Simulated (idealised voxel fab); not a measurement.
process module | voxel transistor to metal
cross-section cut | 170 nm wide | cells 5 nm
A cross-section is a grid of square cells, given in bands from the top down. A band is one or more rows of cells.
Each band's line starts with the height of the band's top and of its bottom, in nm. Then come its materials from left to right, each with its width in nm. One material with "throughout" fills the band from edge to edge. "air" is empty space.
Height 0 is the level under which the wafer as received is all one material. The lowest band goes on downwards, as in "0 down".
A width such as "30 to 40" changes by the same amount from each row of cells to the next, from the band's top row to its bottom row.
"no change" after a step means that no cell of the cross-section changed.
closed voids: empty space of 8 cells or more with no open way to the top, each as width x height at its distance from the left edge, in nm
after a step's settings: what the simulator itself notes on the step
overlay nm, on a step with a mask: how far to the right of its planned place the mask lay; to the left if negative
plan
1 op RECEIVE | material Si
2 op CONFORMAL_DEP | material SiO2 | thk nm 5
3 op CONFORMAL_DEP | material SiN | thk nm 15
4 op PATTERN | tone cover | mask id ACTIVE | material resist | width nm 85 | thk nm 20 | overlay nm 0
5 op DIRECTIONAL_ETCH | etch materials SiN | depth nm 15
6 op DIRECTIONAL_ETCH | etch materials SiO2 | depth nm 5
7 op DIRECTIONAL_ETCH | etch materials Si | depth nm 25
8 op STRIP | etch materials resist
9 op OXIDIZE | depth nm 5
10 op FILL_DEP | material SiO2 | thk nm 5
11 op CMP | height nm 20
12 op SELECTIVE_ETCH | etch materials SiO2 | depth nm 5
13 op STRIP | etch materials SiN
14 op SELECTIVE_ETCH | etch materials SiO2 | depth nm 5
15 op OXIDIZE | depth nm 5
16 op DIRECTIONAL_DEP | material polySi | thk nm 25
17 op DIRECTIONAL_DEP | material SiCN | thk nm 15
18 op PATTERN | tone cover | mask id GATE | material resist | width nm 15 | thk nm 20 | overlay nm 0
19 op DIRECTIONAL_ETCH | etch materials SiCN | depth nm 25
20 op DIRECTIONAL_ETCH | etch materials polySi | depth nm 35
21 op STRIP | etch materials resist
22 op CONFORMAL_DEP | material SiN | thk nm 10
23 op DIRECTIONAL_ETCH | etch materials SiN | depth nm 10
24 op DIRECTIONAL_ETCH | etch materials SiO2 | depth nm 5
25 op DIRECTIONAL_ETCH | etch materials Si | depth nm 15
26 op EPI | material nSi | thk nm 15
27 op FILL_DEP | material SiO2 | thk nm 5
28 op CMP | height nm 40
29 op DIRECTIONAL_DEP | material SiO2 | thk nm 15
30 op MASKED_ETCH | tone open | mask id CONTACT | width nm 15 | pitch nm 60 | etch materials SiO2 | depth nm 60 | overlay nm 0
31 op CONFORMAL_DEP | material TiN | thk nm 5
32 op FILL_DEP | material Ru | thk nm 5
33 op CMP | height nm 55
34 op DIRECTIONAL_DEP | material TiN | thk nm 5
35 op DIRECTIONAL_DEP | material Ru | thk nm 15
36 op MASKED_ETCH | tone cover | mask id METAL_1 | width nm 15 | pitch nm 60 | etch materials Ru | depth nm 15 | overlay nm 0
37 op MASKED_ETCH | tone cover | mask id METAL_1 | width nm 15 | pitch nm 60 | etch materials TiN | depth nm 5 | overlay nm 0
38 op FILL_DEP | material lowk | thk nm 10
39 op CMP | height nm 75
40 op CONFORMAL_DEP | material SiCN | thk nm 5
41 op DIRECTIONAL_DEP | material SiO2 | thk nm 25
42 op PATTERN | tone open | mask id METAL_2 | material resist | width nm 15 | pitch nm 60 | thk nm 15 | overlay nm 0
43 op DIRECTIONAL_ETCH | etch materials SiO2 | depth nm 15
44 op STRIP | etch materials resist
45 op DIRECTIONAL_DEP | material aC | thk nm 15
46 op PATTERN | tone open | mask id METAL_2_HOLES | material resist | width nm 15 | pitch nm 60 | thk nm 35 | overlay nm 0
47 op DIRECTIONAL_ETCH | etch materials aC | depth nm 15
48 op STRIP | etch materials resist
49 op DIRECTIONAL_ETCH | etch materials SiO2 | depth nm 10
50 op DIRECTIONAL_ETCH | etch materials SiCN | depth nm 5
51 op STRIP | etch materials aC
52 op CONFORMAL_DEP | material TiN | thk nm 5
53 op FILL_DEP | material Ru | thk nm 5
54 op CMP | height nm 105
55 op CONFORMAL_DEP | material SiCN | thk nm 5
first wafer, as planned
as received, after step 1
  0 down: Si throughout
  closed voids: none
after step 2
  5 to 0: SiO2 throughout
  below 0: unchanged
after step 3
  20 to 5: SiN throughout
  below 5: unchanged
after step 4
  40 to 20: air 40 | resist 85 | air 45
  below 20: unchanged
after step 5
  40 to 20: air 40 | resist 85 | air 45
  20 to 5: air 40 | SiN 85 | air 45
  below 5: unchanged
after step 6
  40 to 20: air 40 | resist 85 | air 45
  20 to 5: air 40 | SiN 85 | air 45
  5 to 0: air 40 | SiO2 85 | air 45
  below 0: unchanged
after step 7
  40 to 20: air 40 | resist 85 | air 45
  20 to 5: air 40 | SiN 85 | air 45
  5 to 0: air 40 | SiO2 85 | air 45
  0 to -25: air 40 | Si 85 | air 45
  below -25: unchanged
after step 8
  20 to 5: air 40 | SiN 85 | air 45
  below 5: unchanged
after step 9
  20 to 5: air 40 | SiN 85 | air 45
  5 to 0: air 40 | SiO2 85 | air 45
  0 to -25: air 40 | SiO2 5 | Si 75 | SiO2 5 | air 45
  -25 to -30: SiO2 45 | Si 75 | SiO2 50
  below -30: unchanged
after step 10
  25 to 20: SiO2 throughout
  20 to 5: SiO2 40 | SiN 85 | SiO2 45
  5 to 0: SiO2 throughout
  0 to -30: SiO2 45 | Si 75 | SiO2 50
  below -30: unchanged
after step 11
  20 to 5: SiO2 40 | SiN 85 | SiO2 45
  below 5: unchanged
after step 12
  20 to 15: air 40 | SiN 85 | air 45
  below 15: unchanged
after step 13
  15 to 5: SiO2 40 | air 85 | SiO2 45
  below 5: unchanged
after step 14
  10 to 0: SiO2 35 | air 95 | SiO2 40
  below 0: unchanged
after step 15
  10 to 0: SiO2 35 | air 95 | SiO2 40
  0 to -5: SiO2 throughout
  below -5: unchanged
after step 16
  35 to 25: polySi 35 | air 95 | polySi 40
  25 to 10: polySi throughout
  10 to 0: SiO2 35 | polySi 95 | SiO2 40
  below 0: unchanged
after step 17
  50 to 40: SiCN 35 | air 95 | SiCN 40
  40 to 35: SiCN throughout
  35 to 25: polySi 35 | SiCN 95 | polySi 40
  below 25: unchanged
after step 18
  70 to 50: air 75 | resist 15 | air 80
  50 to 40: SiCN 35 | air 40 | resist 15 | air 40 | SiCN 40
  below 40: unchanged
after step 19
  70 to 40: air 75 | resist 15 | air 80
  40 to 35: air 75 | SiCN 15 | air 80
  35 to 25: polySi 35 | air 40 | SiCN 15 | air 40 | polySi 40
  below 25: unchanged
after step 20
  70 to 40: air 75 | resist 15 | air 80
  40 to 25: air 75 | SiCN 15 | air 80
  25 to 10: air 75 | polySi 15 | air 80
  10 to 0: SiO2 35 | air 40 | polySi 15 | air 40 | SiO2 40
  below 0: unchanged
after step 21
  40 to 25: air 75 | SiCN 15 | air 80
  below 25: unchanged
after step 22
  50 to 40: air 65 | SiN 35 | air 70
  40 to 25: air 65 | SiN 10 | SiCN 15 | SiN 10 | air 70
  25 to 20: air 65 | SiN 10 | polySi 15 | SiN 10 | air 70
  20 to 10: SiN 45 | air 20 | SiN 10 | polySi 15 | SiN 10 | air 20 | SiN 50
  10 to 0: SiO2 35 | SiN 40 | polySi 15 | SiN 40 | SiO2 40
  below 0: unchanged
after step 23
  40 to 25: air 65 | SiN 10 | SiCN 15 | SiN 10 | air 70
  25 to 10: air 65 | SiN 10 | polySi 15 | SiN 10 | air 70
  10 to 0: SiO2 35 | SiN 10 | air 20 | SiN 10 | polySi 15 | SiN 10 | air 20 | SiN 10 | SiO2 40
  below 0: unchanged
after step 24
  40 to 25: air 65 | SiN 10 | SiCN 15 | SiN 10 | air 70
  25 to 10: air 65 | SiN 10 | polySi 15 | SiN 10 | air 70
  10 to 5: air 35 | SiN 10 | air 20 | SiN 10 | polySi 15 | SiN 10 | air 20 | SiN 10 | air 40
  5 to 0: SiO2 35 | SiN 10 | air 20 | SiN 10 | polySi 15 | SiN 10 | air 20 | SiN 10 | SiO2 40
  0 to -5: SiO2 45 | air 20 | SiO2 35 | air 20 | SiO2 50
  below -5: unchanged
after step 25
  40 to 25: air 65 | SiN 10 | SiCN 15 | SiN 10 | air 70
  25 to 10: air 65 | SiN 10 | polySi 15 | SiN 10 | air 70
  10 to 5: air 35 | SiN 10 | air 20 | SiN 10 | polySi 15 | SiN 10 | air 20 | SiN 10 | air 40
  5 to 0: SiO2 35 | SiN 10 | air 20 | SiN 10 | polySi 15 | SiN 10 | air 20 | SiN 10 | SiO2 40
  0 to -5: SiO2 45 | air 20 | SiO2 35 | air 20 | SiO2 50
  -5 to -20: SiO2 45 | air 20 | Si 35 | air 20 | SiO2 50
  below -20: unchanged
after step 26
  40 to 25: air 65 | SiN 10 | SiCN 15 | SiN 10 | air 70
  25 to 10: air 65 | SiN 10 | polySi 15 | SiN 10 | air 70
  10 to 5: air 35 | SiN 10 | air 5 | nSi 15 | SiN 10 | polySi 15 | SiN 10 | nSi 15 | air 5 | SiN 10 | air 40
  5 to 0: SiO2 35 | SiN 10 | air 5 | nSi 15 | SiN 10 | polySi 15 | SiN 10 | nSi 15 | air 5 | SiN 10 | SiO2 40
  0 to -5: SiO2 45 | air 5 | nSi 15 | SiO2 35 | nSi 15 | air 5 | SiO2 50
  -5 to -20: SiO2 45 | nSi 20 | Si 35 | nSi 20 | SiO2 50
  below -20: unchanged
after step 27
  45 to 40: SiO2 throughout
  40 to 25: SiO2 65 | SiN 10 | SiCN 15 | SiN 10 | SiO2 70
  25 to 10: SiO2 65 | SiN 10 | polySi 15 | SiN 10 | SiO2 70
  10 to 0: SiO2 35 | SiN 10 | SiO2 5 | nSi 15 | SiN 10 | polySi 15 | SiN 10 | nSi 15 | SiO2 5 | SiN 10 | SiO2 40
  0 to -5: SiO2 50 | nSi 15 | SiO2 35 | nSi 15 | SiO2 55
  below -5: unchanged
after step 28
  40 to 25: SiO2 65 | SiN 10 | SiCN 15 | SiN 10 | SiO2 70
  below 25: unchanged
after step 29
  55 to 40: SiO2 throughout
  below 40: unchanged
after step 30
  55 to 40: SiO2 45 | air 15 | SiO2 45 | air 15 | SiO2 50
  40 to 25: SiO2 45 | air 15 | SiO2 5 | SiN 10 | SiCN 15 | SiN 10 | SiO2 5 | air 15 | SiO2 50
  25 to 10: SiO2 45 | air 15 | SiO2 5 | SiN 10 | polySi 15 | SiN 10 | SiO2 5 | air 15 | SiO2 50
  10 to 0: SiO2 35 | SiN 10 | air 5 | nSi 15 | SiN 10 | polySi 15 | SiN 10 | nSi 15 | air 5 | SiN 10 | SiO2 40
  0 to -5: SiO2 45 | air 5 | nSi 15 | SiO2 35 | nSi 15 | air 5 | SiO2 50
  below -5: unchanged
after step 31
  60 to 55: TiN 50 | air 5 | TiN 55 | air 5 | TiN 55
  55 to 40: SiO2 45 | TiN 5 | air 5 | TiN 5 | SiO2 45 | TiN 5 | air 5 | TiN 5 | SiO2 50
  40 to 25: SiO2 45 | TiN 5 | air 5 | TiN 5 | SiO2 5 | SiN 10 | SiCN 15 | SiN 10 | SiO2 5 | TiN 5 | air 5 | TiN 5 | SiO2 50
  25 to 15: SiO2 45 | TiN 5 | air 5 | TiN 5 | SiO2 5 | SiN 10 | polySi 15 | SiN 10 | SiO2 5 | TiN 5 | air 5 | TiN 5 | SiO2 50
  15 to 10: SiO2 45 | TiN 15 | SiO2 5 | SiN 10 | polySi 15 | SiN 10 | SiO2 5 | TiN 15 | SiO2 50
  10 to 0: SiO2 35 | SiN 10 | TiN 5 | nSi 15 | SiN 10 | polySi 15 | SiN 10 | nSi 15 | TiN 5 | SiN 10 | SiO2 40
  0 to -5: SiO2 45 | TiN 5 | nSi 15 | SiO2 35 | nSi 15 | TiN 5 | SiO2 50
  below -5: unchanged
after step 32
  65 to 60: Ru throughout
  60 to 55: TiN 50 | Ru 5 | TiN 55 | Ru 5 | TiN 55
  55 to 40: SiO2 45 | TiN 5 | Ru 5 | TiN 5 | SiO2 45 | TiN 5 | Ru 5 | TiN 5 | SiO2 50
  40 to 25: SiO2 45 | TiN 5 | Ru 5 | TiN 5 | SiO2 5 | SiN 10 | SiCN 15 | SiN 10 | SiO2 5 | TiN 5 | Ru 5 | TiN 5 | SiO2 50
  25 to 15: SiO2 45 | TiN 5 | Ru 5 | TiN 5 | SiO2 5 | SiN 10 | polySi 15 | SiN 10 | SiO2 5 | TiN 5 | Ru 5 | TiN 5 | SiO2 50
  below 15: unchanged
after step 33
  55 to 40: SiO2 45 | TiN 5 | Ru 5 | TiN 5 | SiO2 45 | TiN 5 | Ru 5 | TiN 5 | SiO2 50
  below 40: unchanged
after step 34
  60 to 55: TiN throughout
  below 55: unchanged
after step 35
  75 to 60: Ru throughout
  below 60: unchanged
after step 36
  75 to 60: air 45 | Ru 15 | air 45 | Ru 15 | air 50
  below 60: unchanged
after step 37
  75 to 60: air 45 | Ru 15 | air 45 | Ru 15 | air 50
  60 to 55: air 45 | TiN 15 | air 45 | TiN 15 | air 50
  below 55: unchanged
after step 38
  85 to 75: lowk throughout
  75 to 60: lowk 45 | Ru 15 | lowk 45 | Ru 15 | lowk 50
  60 to 55: lowk 45 | TiN 15 | lowk 45 | TiN 15 | lowk 50
  below 55: unchanged
after step 39
  75 to 60: lowk 45 | Ru 15 | lowk 45 | Ru 15 | lowk 50
  below 60: unchanged
after step 40
  80 to 75: SiCN throughout
  below 75: unchanged
after step 41
  105 to 80: SiO2 throughout
  below 80: unchanged
after step 42
  120 to 105: resist 45 | air 15 | resist 45 | air 15 | resist 50
  below 105: unchanged
after step 43
  120 to 105: resist 45 | air 15 | resist 45 | air 15 | resist 50
  105 to 90: SiO2 45 | air 15 | SiO2 45 | air 15 | SiO2 50
  below 90: unchanged
after step 44
  105 to 90: SiO2 45 | air 15 | SiO2 45 | air 15 | SiO2 50
  below 90: unchanged
after step 45
  120 to 105: aC 45 | air 15 | aC 45 | air 15 | aC 50
  105 to 90: SiO2 45 | aC 15 | SiO2 45 | aC 15 | SiO2 50
  below 90: unchanged
after step 46
  155 to 120: resist 45 | air 15 | resist 45 | air 15 | resist 50
  below 120: unchanged
after step 47
  140 to 120: resist 45 | air 15 | resist 45 | air 15 | resist 50
  120 to 105: aC 45 | air 15 | aC 45 | air 15 | aC 50
  105 to 90: SiO2 45 | air 15 | SiO2 45 | air 15 | SiO2 50
  below 90: unchanged
after step 48
  120 to 105: aC 45 | air 15 | aC 45 | air 15 | aC 50
  below 105: unchanged
after step 49
  120 to 105: aC 45 | air 15 | aC 45 | air 15 | aC 50
  105 to 80: SiO2 45 | air 15 | SiO2 45 | air 15 | SiO2 50
  below 80: unchanged
after step 50
  120 to 105: aC 45 | air 15 | aC 45 | air 15 | aC 50
  105 to 80: SiO2 45 | air 15 | SiO2 45 | air 15 | SiO2 50
  80 to 75: SiCN 45 | air 15 | SiCN 45 | air 15 | SiCN 50
  below 75: unchanged
after step 51
  105 to 80: SiO2 45 | air 15 | SiO2 45 | air 15 | SiO2 50
  below 80: unchanged
after step 52
  110 to 105: TiN 50 | air 5 | TiN 55 | air 5 | TiN 55
  105 to 80: SiO2 45 | TiN 5 | air 5 | TiN 5 | SiO2 45 | TiN 5 | air 5 | TiN 5 | SiO2 50
  80 to 75: SiCN 45 | TiN 15 | SiCN 45 | TiN 15 | SiCN 50
  below 75: unchanged
after step 53
  115 to 110: Ru throughout
  110 to 105: TiN 50 | Ru 5 | TiN 55 | Ru 5 | TiN 55
  105 to 80: SiO2 45 | TiN 5 | Ru 5 | TiN 5 | SiO2 45 | TiN 5 | Ru 5 | TiN 5 | SiO2 50
  below 80: unchanged
after step 54
  105 to 80: SiO2 45 | TiN 5 | Ru 5 | TiN 5 | SiO2 45 | TiN 5 | Ru 5 | TiN 5 | SiO2 50
  below 80: unchanged
after step 55
  110 to 105: SiCN throughout
  below 105: unchanged
second wafer: like start, like plan, one mistake. Through step 1 it matches the first wafer
when step 2 should have ended: no change
when step 3 should have ended
  15 to 0: SiN throughout
  below 0: unchanged
when step 4 should have ended
  35 to 15: air 40 | resist 85 | air 45
  below 15: unchanged
when step 5 should have ended
  35 to 15: air 40 | resist 85 | air 45
  15 to 0: air 40 | SiN 85 | air 45
  below 0: unchanged
when step 6 should have ended: no change
when step 7 should have ended
  35 to 15: air 40 | resist 85 | air 45
  15 to 0: air 40 | SiN 85 | air 45
  0 to -25: air 40 | Si 85 | air 45
  below -25: unchanged
when step 8 should have ended
  15 to 0: air 40 | SiN 85 | air 45
  below 0: unchanged
when step 9 should have ended
  15 to 0: air 40 | SiN 85 | air 45
  0 to -25: air 40 | SiO2 5 | Si 75 | SiO2 5 | air 45
  -25 to -30: SiO2 45 | Si 75 | SiO2 50
  below -30: unchanged
when step 10 should have ended
  20 to 15: SiO2 throughout
  15 to 0: SiO2 40 | SiN 85 | SiO2 45
  0 to -30: SiO2 45 | Si 75 | SiO2 50
  below -30: unchanged
when step 11 should have ended: no change
when step 12 should have ended
  15 to 0: SiO2 40 | SiN 85 | SiO2 45
  below 0: unchanged
when step 13 should have ended
  15 to 0: SiO2 40 | air 85 | SiO2 45
  below 0: unchanged
when step 14 should have ended
  10 to 0: SiO2 35 | air 95 | SiO2 40
  0 to -5: SiO2 35 | air 10 | Si 75 | air 10 | SiO2 40
  below -5: unchanged
when step 15 should have ended
  10 to 0: SiO2 35 | air 95 | SiO2 40
  0 to -5: SiO2 35 | air 10 | SiO2 75 | air 10 | SiO2 40
  -5 to -10: SiO2 50 | Si 65 | SiO2 55
  below -10: unchanged
when step 16 should have ended
  35 to 25: polySi 35 | air 95 | polySi 40
  25 to 20: polySi 35 | air 10 | polySi 75 | air 10 | polySi 40
  20 to 10: polySi throughout
  10 to 0: SiO2 35 | polySi 95 | SiO2 40
  0 to -5: SiO2 35 | polySi 10 | SiO2 75 | polySi 10 | SiO2 40
  below -5: unchanged
when step 17 should have ended
  50 to 40: SiCN 35 | air 95 | SiCN 40
  40 to 35: SiCN 35 | air 10 | SiCN 75 | air 10 | SiCN 40
  35 to 25: polySi 35 | SiCN 95 | polySi 40
  25 to 20: polySi 35 | SiCN 10 | polySi 75 | SiCN 10 | polySi 40
  below 20: unchanged
when step 18 should have ended
  70 to 50: air 75 | resist 15 | air 80
  50 to 40: SiCN 35 | air 40 | resist 15 | air 40 | SiCN 40
  below 40: unchanged
when step 19 should have ended
  70 to 40: air 75 | resist 15 | air 80
  40 to 35: air 75 | SiCN 15 | air 80
  35 to 25: polySi 35 | air 40 | SiCN 15 | air 40 | polySi 40
  25 to 20: polySi 35 | air 10 | polySi 75 | air 10 | polySi 40
  below 20: unchanged
when step 20 should have ended
  70 to 40: air 75 | resist 15 | air 80
  40 to 25: air 75 | SiCN 15 | air 80
  25 to 10: air 75 | polySi 15 | air 80
  10 to 0: SiO2 35 | air 40 | polySi 15 | air 40 | SiO2 40
  0 to -5: SiO2 35 | air 10 | SiO2 75 | air 10 | SiO2 40
  below -5: unchanged
when step 21 should have ended
  40 to 25: air 75 | SiCN 15 | air 80
  below 25: unchanged
when step 22 should have ended
  50 to 40: air 65 | SiN 35 | air 70
  40 to 25: air 65 | SiN 10 | SiCN 15 | SiN 10 | air 70
  25 to 20: air 65 | SiN 10 | polySi 15 | SiN 10 | air 70
  20 to 10: SiN 45 | air 20 | SiN 10 | polySi 15 | SiN 10 | air 20 | SiN 50
  10 to 0: SiO2 35 | SiN 40 | polySi 15 | SiN 40 | SiO2 40
  0 to -5: SiO2 35 | SiN 10 | SiO2 75 | SiN 10 | SiO2 40
  below -5: unchanged
when step 23 should have ended
  40 to 25: air 65 | SiN 10 | SiCN 15 | SiN 10 | air 70
  25 to 10: air 65 | SiN 10 | polySi 15 | SiN 10 | air 70
  10 to 0: SiO2 35 | SiN 10 | air 20 | SiN 10 | polySi 15 | SiN 10 | air 20 | SiN 10 | SiO2 40
  below 0: unchanged
when step 24 should have ended
  40 to 25: air 65 | SiN 10 | SiCN 15 | SiN 10 | air 70
  25 to 10: air 65 | SiN 10 | polySi 15 | SiN 10 | air 70
  10 to 5: air 35 | SiN 10 | air 20 | SiN 10 | polySi 15 | SiN 10 | air 20 | SiN 10 | air 40
  5 to 0: SiO2 35 | SiN 10 | air 20 | SiN 10 | polySi 15 | SiN 10 | air 20 | SiN 10 | SiO2 40
  0 to -5: SiO2 35 | SiN 10 | air 20 | SiO2 35 | air 20 | SiN 10 | SiO2 40
  below -5: unchanged
when step 25 should have ended
  40 to 25: air 65 | SiN 10 | SiCN 15 | SiN 10 | air 70
  25 to 10: air 65 | SiN 10 | polySi 15 | SiN 10 | air 70
  10 to 5: air 35 | SiN 10 | air 20 | SiN 10 | polySi 15 | SiN 10 | air 20 | SiN 10 | air 40
  5 to 0: SiO2 35 | SiN 10 | air 20 | SiN 10 | polySi 15 | SiN 10 | air 20 | SiN 10 | SiO2 40
  0 to -5: SiO2 35 | SiN 10 | air 20 | SiO2 35 | air 20 | SiN 10 | SiO2 40
  -5 to -10: SiO2 50 | air 15 | Si 35 | air 15 | SiO2 55
  -10 to -20: SiO2 45 | Si 5 | air 15 | Si 35 | air 15 | Si 5 | SiO2 50
  below -20: unchanged
when step 26 should have ended
  40 to 25: air 65 | SiN 10 | SiCN 15 | SiN 10 | air 70
  25 to 10: air 65 | SiN 10 | polySi 15 | SiN 10 | air 70
  10 to 5: air 35 | SiN 10 | air 5 | nSi 15 | SiN 10 | polySi 15 | SiN 10 | nSi 15 | air 5 | SiN 10 | air 40
  5 to 0: SiO2 35 | SiN 10 | nSi 20 | SiN 10 | polySi 15 | SiN 10 | nSi 20 | SiN 10 | SiO2 40
  0 to -5: SiO2 35 | SiN 10 | nSi 20 | SiO2 35 | nSi 20 | SiN 10 | SiO2 40
  -5 to -10: SiO2 50 | nSi 15 | Si 35 | nSi 15 | SiO2 55
  -10 to -20: SiO2 45 | Si 5 | nSi 15 | Si 35 | nSi 15 | Si 5 | SiO2 50
  below -20: unchanged
when step 27 should have ended
  45 to 40: SiO2 throughout
  40 to 25: SiO2 65 | SiN 10 | SiCN 15 | SiN 10 | SiO2 70
  25 to 10: SiO2 65 | SiN 10 | polySi 15 | SiN 10 | SiO2 70
  10 to 5: SiO2 35 | SiN 10 | SiO2 5 | nSi 15 | SiN 10 | polySi 15 | SiN 10 | nSi 15 | SiO2 5 | SiN 10 | SiO2 40
  below 5: unchanged
when step 28 should have ended
  40 to 25: SiO2 65 | SiN 10 | SiCN 15 | SiN 10 | SiO2 70
  below 25: unchanged
when step 29 should have ended
  55 to 40: SiO2 throughout
  below 40: unchanged
when step 30 should have ended
  55 to 40: SiO2 45 | air 15 | SiO2 45 | air 15 | SiO2 50
  40 to 25: SiO2 45 | air 15 | SiO2 5 | SiN 10 | SiCN 15 | SiN 10 | SiO2 5 | air 15 | SiO2 50
  25 to 10: SiO2 45 | air 15 | SiO2 5 | SiN 10 | polySi 15 | SiN 10 | SiO2 5 | air 15 | SiO2 50
  10 to 5: SiO2 35 | SiN 10 | air 5 | nSi 15 | SiN 10 | polySi 15 | SiN 10 | nSi 15 | air 5 | SiN 10 | SiO2 40
  below 5: unchanged
when step 31 should have ended
  60 to 55: TiN 50 | air 5 | TiN 55 | air 5 | TiN 55
  55 to 40: SiO2 45 | TiN 5 | air 5 | TiN 5 | SiO2 45 | TiN 5 | air 5 | TiN 5 | SiO2 50
  40 to 25: SiO2 45 | TiN 5 | air 5 | TiN 5 | SiO2 5 | SiN 10 | SiCN 15 | SiN 10 | SiO2 5 | TiN 5 | air 5 | TiN 5 | SiO2 50
  25 to 15: SiO2 45 | TiN 5 | air 5 | TiN 5 | SiO2 5 | SiN 10 | polySi 15 | SiN 10 | SiO2 5 | TiN 5 | air 5 | TiN 5 | SiO2 50
  15 to 10: SiO2 45 | TiN 15 | SiO2 5 | SiN 10 | polySi 15 | SiN 10 | SiO2 5 | TiN 15 | SiO2 50
  10 to 5: SiO2 35 | SiN 10 | TiN 5 | nSi 15 | SiN 10 | polySi 15 | SiN 10 | nSi 15 | TiN 5 | SiN 10 | SiO2 40
  below 5: unchanged
when step 32 should have ended
  65 to 60: Ru throughout
  60 to 55: TiN 50 | Ru 5 | TiN 55 | Ru 5 | TiN 55
  55 to 40: SiO2 45 | TiN 5 | Ru 5 | TiN 5 | SiO2 45 | TiN 5 | Ru 5 | TiN 5 | SiO2 50
  40 to 25: SiO2 45 | TiN 5 | Ru 5 | TiN 5 | SiO2 5 | SiN 10 | SiCN 15 | SiN 10 | SiO2 5 | TiN 5 | Ru 5 | TiN 5 | SiO2 50
  25 to 15: SiO2 45 | TiN 5 | Ru 5 | TiN 5 | SiO2 5 | SiN 10 | polySi 15 | SiN 10 | SiO2 5 | TiN 5 | Ru 5 | TiN 5 | SiO2 50
  below 15: unchanged
when step 33 should have ended
  55 to 40: SiO2 45 | TiN 5 | Ru 5 | TiN 5 | SiO2 45 | TiN 5 | Ru 5 | TiN 5 | SiO2 50
  below 40: unchanged
when step 34 should have ended
  60 to 55: TiN throughout
  below 55: unchanged
when step 35 should have ended
  75 to 60: Ru throughout
  below 60: unchanged
when step 36 should have ended
  75 to 60: air 45 | Ru 15 | air 45 | Ru 15 | air 50
  below 60: unchanged
when step 37 should have ended
  75 to 60: air 45 | Ru 15 | air 45 | Ru 15 | air 50
  60 to 55: air 45 | TiN 15 | air 45 | TiN 15 | air 50
  below 55: unchanged
when step 38 should have ended
  85 to 75: lowk throughout
  75 to 60: lowk 45 | Ru 15 | lowk 45 | Ru 15 | lowk 50
  60 to 55: lowk 45 | TiN 15 | lowk 45 | TiN 15 | lowk 50
  below 55: unchanged
when step 39 should have ended
  75 to 60: lowk 45 | Ru 15 | lowk 45 | Ru 15 | lowk 50
  below 60: unchanged
when step 40 should have ended
  80 to 75: SiCN throughout
  below 75: unchanged
when step 41 should have ended
  105 to 80: SiO2 throughout
  below 80: unchanged
when step 42 should have ended
  120 to 105: resist 45 | air 15 | resist 45 | air 15 | resist 50
  below 105: unchanged
when step 43 should have ended
  120 to 105: resist 45 | air 15 | resist 45 | air 15 | resist 50
  105 to 90: SiO2 45 | air 15 | SiO2 45 | air 15 | SiO2 50
  below 90: unchanged
when step 44 should have ended
  105 to 90: SiO2 45 | air 15 | SiO2 45 | air 15 | SiO2 50
  below 90: unchanged
when step 45 should have ended
  120 to 105: aC 45 | air 15 | aC 45 | air 15 | aC 50
  105 to 90: SiO2 45 | aC 15 | SiO2 45 | aC 15 | SiO2 50
  below 90: unchanged
when step 46 should have ended
  155 to 120: resist 45 | air 15 | resist 45 | air 15 | resist 50
  below 120: unchanged
when step 47 should have ended
  140 to 120: resist 45 | air 15 | resist 45 | air 15 | resist 50
  120 to 105: aC 45 | air 15 | aC 45 | air 15 | aC 50
  105 to 90: SiO2 45 | air 15 | SiO2 45 | air 15 | SiO2 50
  below 90: unchanged
when step 48 should have ended
  120 to 105: aC 45 | air 15 | aC 45 | air 15 | aC 50
  below 105: unchanged
when step 49 should have ended
  120 to 105: aC 45 | air 15 | aC 45 | air 15 | aC 50
  105 to 80: SiO2 45 | air 15 | SiO2 45 | air 15 | SiO2 50
  below 80: unchanged
when step 50 should have ended
  120 to 105: aC 45 | air 15 | aC 45 | air 15 | aC 50
  105 to 80: SiO2 45 | air 15 | SiO2 45 | air 15 | SiO2 50
  80 to 75: SiCN 45 | air 15 | SiCN 45 | air 15 | SiCN 50
  below 75: unchanged
when step 51 should have ended
  105 to 80: SiO2 45 | air 15 | SiO2 45 | air 15 | SiO2 50
  below 80: unchanged
when step 52 should have ended
  110 to 105: TiN 50 | air 5 | TiN 55 | air 5 | TiN 55
  105 to 80: SiO2 45 | TiN 5 | air 5 | TiN 5 | SiO2 45 | TiN 5 | air 5 | TiN 5 | SiO2 50
  80 to 75: SiCN 45 | TiN 15 | SiCN 45 | TiN 15 | SiCN 50
  below 75: unchanged
when step 53 should have ended
  115 to 110: Ru throughout
  110 to 105: TiN 50 | Ru 5 | TiN 55 | Ru 5 | TiN 55
  105 to 80: SiO2 45 | TiN 5 | Ru 5 | TiN 5 | SiO2 45 | TiN 5 | Ru 5 | TiN 5 | SiO2 50
  below 80: unchanged
when step 54 should have ended
  105 to 80: SiO2 45 | TiN 5 | Ru 5 | TiN 5 | SiO2 45 | TiN 5 | Ru 5 | TiN 5 | SiO2 50
  below 80: unchanged
when step 55 should have ended
  110 to 105: SiCN throughout
  below 105: unchanged
what went wrong: step 2 was left out
at the end the second wafer has, in cells: 4 more of Si | 4 more of SiN | 2 fewer of SiO2 | 4 fewer of TiN | 2 fewer of nSi
